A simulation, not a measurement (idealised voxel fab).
process module | voxel plated lines
cross-section cut | 300 nm wide | cells 5 nm
A cross-section is a grid of square cells, given in bands from the top down. A band is one or more rows of cells.
Each band's line starts with the height of the band's top and of its bottom, in nm. Then come its materials from left to right, each with its width in nm. One material with "throughout" fills the band from edge to edge. "air" is empty space.
Height 0 is the level under which the wafer as received is all one material. The lowest band goes on downwards, as in "0 down".
A width such as "30 to 40" changes by the same amount from each row of cells to the next, from the band's top row to its bottom row.
"no change" after a step means that no cell of the cross-section changed.
closed voids: empty space of 8 cells or more with no open way to the top, each as width x height at its distance from the left edge, in nm
after a step's settings: what the simulator itself notes on the step
overlay nm, on a step with a mask: how far to the right of its planned place the mask lay; to the left if negative
plan
1 op RECEIVE | material Si
2 op CONFORMAL_DEP | material Al2O3 | thk nm 10
3 op DIRECTIONAL_DEP | material TiN | thk nm 5
4 op PATTERN | tone open | mask id LINES | material resist | width nm 15 | pitch nm 45 | thk nm 35 | overlay nm 0
5 op EPI | material Ru | thk nm 10
6 op EPI | material Ru | thk nm 10
7 op EPI | material Ru | thk nm 10
8 op STRIP | etch materials resist
9 op DIRECTIONAL_ETCH | etch materials TiN | depth nm 5
10 op CONFORMAL_DEP | material SiN | thk nm 5
as received, after step 1
  0 down: Si throughout
  closed voids: none
a wafer at the end: this start, this plan, one mistake
  40 to 35: air 90 | SiN 25 | air 20 | SiN 25 | air 20 | SiN 25 | air 95
  35 to 15: air 90 | SiN 5 | Ru 15 | SiN 5 | air 20 | SiN 5 | Ru 15 | SiN 5 | air 20 | SiN 5 | Ru 15 | SiN 5 | air 95
  15 to 10: SiN 95 | TiN 15 | SiN 30 | TiN 15 | SiN 30 | TiN 15 | SiN 100
  10 to 0: Al2O3 throughout
  0 down: Si throughout
  closed voids: none
what went wrong: one of the steps 5, 6 and 7, which are alike, was left out
